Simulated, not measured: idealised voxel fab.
This is a process module. Its name is voxel trench capacitor.
This is section cut - it's 195 nm across, gridded in 5 nm square cells.
A cross-section is written here as square cells arranged in a grid, and it is given in bands from the top down, each band taking up one or more rows of cells. It is stipulated that each band's entry specify, in nanometres, the height of the top of the band and then that of its bottom, followed by the materials of the band in left-to-right sequence, each together with its width in nanometres. A single material marked by the word "full width" is understood to fill the band from edge to edge; the word "air" is understood to denote empty space. A quick word on heights: they are counted from 0, and under that level the wafer as it came to us is one material throughout. The lowest band is different from the rest in having no bottom; it simply continues downward, written as in "0 and below". Top row gets the first number, bottom row gets the second, and each row in between changes by the same step: that is how a band width like "30 to 40" works. Where the words "same as before" appear for a step, the cross-section shows no cell changed by that step; every cell remained as before. In "Fully enclosed voids" the enclosed voids are listed, meaning empty spaces of 8 cells or larger without any opening to the top. The form is width x height at distance, distance from the left edge, units nm. On each step's line, the part that comes after the settings is the simulator's own comment on the step. overlay nm: right-of-plan distance of the mask on a masked step; negative values mean left-of-plan.
**List of planned process steps**
1. RECEIVE, material Si
2. CONFORMAL_DEP, material SiN, thk nm 5
3. DIRECTIONAL_DEP, material aC, thk nm 15
4. PATTERN, tone open, mask id TRENCH, material resist, width nm 25, pitch nm 50, thk nm 30, overlay nm 0
5. DIRECTIONAL_ETCH, etch materials aC, depth nm 15
6. STRIP, etch materials resist
7. DIRECTIONAL_ETCH, etch materials SiN, depth nm 5
8. DIRECTIONAL_ETCH, etch materials Si, depth nm 40
9. STRIP, etch materials aC
10. CONFORMAL_DEP, material Al2O3, thk nm 5
11. CONFORMAL_DEP, material TiN, thk nm 5
12. FILL_DEP, material W, thk nm 10
13. CMP, height nm 5
**Shown in cross-section is the wafer as received, that is, as it stands after step 1**
    0 and below = Si full width
    Fully enclosed voids: none
**Cross-sectional image of the first of two wafers at the end of the module, the run having proceeded as planned**
    5 down to 0 = SiN (35) / Al2O3 (5) / TiN (5) / W (5) / TiN (5) / Al2O3 (5) / SiN (25) / Al2O3 (5) / TiN (5) / W (5) / TiN (5) / Al2O3 (5) / SiN (25) / Al2O3 (5) / TiN (5) / W (5) / TiN (5) / Al2O3 (5) / SiN (35)
    0 down to -30 = Si (35) / Al2O3 (5) / TiN (5) / W (5) / TiN (5) / Al2O3 (5) / Si (25) / Al2O3 (5) / TiN (5) / W (5) / TiN (5) / Al2O3 (5) / Si (25) / Al2O3 (5) / TiN (5) / W (5) / TiN (5) / Al2O3 (5) / Si (35)
    -30 down to -35 = Si (35) / Al2O3 (5) / TiN (15) / Al2O3 (5) / Si (25) / Al2O3 (5) / TiN (15) / Al2O3 (5) / Si (25) / Al2O3 (5) / TiN (15) / Al2O3 (5) / Si (35)
    -35 down to -40 = Si (35) / Al2O3 (25) / Si (25) / Al2O3 (25) / Si (25) / Al2O3 (25) / Si (35)
    -40 and below = Si full width
    Fully enclosed voids: none
**Here is the second of the two wafers cut open at the end of the module - same start, same plan as the first one, but we made one mistake running it**
    5 down to 0 = SiN (40) / Al2O3 (5) / TiN (5) / W (5) / TiN (5) / Al2O3 (5) / SiN (25) / Al2O3 (5) / TiN (5) / W (5) / TiN (5) / Al2O3 (5) / SiN (25) / Al2O3 (5) / TiN (5) / W (5) / TiN (5) / Al2O3 (5) / SiN (30)
    0 down to -30 = Si (40) / Al2O3 (5) / TiN (5) / W (5) / TiN (5) / Al2O3 (5) / Si (25) / Al2O3 (5) / TiN (5) / W (5) / TiN (5) / Al2O3 (5) / Si (25) / Al2O3 (5) / TiN (5) / W (5) / TiN (5) / Al2O3 (5) / Si (30)
    -30 down to -35 = Si (40) / Al2O3 (5) / TiN (15) / Al2O3 (5) / Si (25) / Al2O3 (5) / TiN (15) / Al2O3 (5) / Si (25) / Al2O3 (5) / TiN (15) / Al2O3 (5) / Si (30)
    -35 down to -40 = Si (40) / Al2O3 (25) / Si (25) / Al2O3 (25) / Si (25) / Al2O3 (25) / Si (30)
    -40 and below = Si full width
    Fully enclosed voids: none
Against the plan, the run slipped here: planned and actual differ for step 4; actual: PATTERN, tone open, mask id TRENCH, material resist, width nm 25, pitch nm 50, thk nm 30, overlay nm 5
So at the finish, the second wafer's got exactly as many cells of each material as the first, just not in the same spots.
